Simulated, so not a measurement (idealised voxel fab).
Presented below is a process module, voxel self aligned vias.
Xsec cut, 220 nm wide, square cell size 5 nm.
Reading order for cross-sections: top band down to bottom band. Underlying form: a grid of square cells. Band size: one or more rows of cells.
First you get the band's top height and its bottom height, in nm, and then the materials it's made of, left to right, with each width in nm. If you see a single material with "throughout", that one covers the band edge to edge. "air" is empty space.
Ref level 0: as-received wafer is one material below here. Bottom band extends down with no lower bound ("0 nm and below").
Per-row width for "30 to 40": begins at first number (top row of band), ends at second number (bottom row), increment between rows held constant.
What does "changes: none" mean for a step? It means no cell of the cross-section changed in that step.
In the "Trapped void list" entry, you get each enclosed empty space of 8 cells or more, one with no open way to the top, written width x height at distance, distance from the left edge, in nm.
after a step's settings: what the simulator itself notes on the step
overlay nm: mask offset rightward from planned place, masked step; negative means leftward offset.
### plan
1,RECEIVE,material Si
2,CONFORMAL_DEP,material SiO2,thk nm 15
3,CONFORMAL_DEP,material SiCN,thk nm 5
4,DIRECTIONAL_DEP,material SiO2,thk nm 30
5,PATTERN,tone open,mask id LINES,material resist,width nm 20,pitch nm 50,thk nm 15,overlay nm 0
6,DIRECTIONAL_ETCH,etch materials SiO2,depth nm 30
7,STRIP,etch materials resist
8,CONFORMAL_DEP,material TiN,thk nm 5
9,FILL_DEP,material Ru,thk nm 5
10,CMP,height nm 50
11,SELECTIVE_ETCH,etch materials W Ru TiN,depth nm 10
12,FILL_DEP,material SiN,thk nm 10
13,CMP,height nm 50
14,DIRECTIONAL_DEP,material SiO2,thk nm 20
15,DIRECTIONAL_DEP,material aC,thk nm 10
16,PATTERN,tone open,mask id VIAS,material resist,width nm 30,thk nm 30,overlay nm 0
17,DIRECTIONAL_ETCH,etch materials aC,depth nm 10
18,STRIP,etch materials resist
19,DIRECTIONAL_ETCH,etch materials SiO2,depth nm 20
20,DIRECTIONAL_ETCH,etch materials SiN,depth nm 10
21,STRIP,etch materials aC
22,CONFORMAL_DEP,material TiN,thk nm 5
23,FILL_DEP,material Ru,thk nm 5
24,CMP,height nm 70
25,CONFORMAL_DEP,material SiCN,thk nm 5
### Wafer at receipt (post step 1), cross-section
    0 nm and below = Si throughout
    Trapped void list: none
### Starting structure and process plan are as shown above, but one mistake was made in running the module; the wafer cross-section at the end of the module follows
    75 nm to 70 nm = SiCN throughout
    70 nm to 55 nm = SiO2 (70), TiN (5), Ru (20), TiN (5), SiO2 (120)
    55 nm to 50 nm = SiO2 (70), TiN (30), SiO2 (120)
    50 nm to 40 nm = SiO2 (75), TiN (20), SiO2 (30), TiN (5), SiN (10), TiN (5), SiO2 (75)
    40 nm to 25 nm = SiO2 (75), TiN (5), Ru (10), TiN (5), SiO2 (30), TiN (5), Ru (10), TiN (5), SiO2 (75)
    25 nm to 20 nm = SiO2 (75), TiN (20), SiO2 (30), TiN (20), SiO2 (75)
    20 nm to 15 nm = SiCN throughout
    15 nm to 0 nm = SiO2 throughout
    0 nm and below = Si throughout
    Trapped void list: none
In executing the process, a mistake was made relative to the plan: the process deviated at step 11: the operation and settings actually run there were SELECTIVE_ETCH,etch materials Ru,depth nm 10
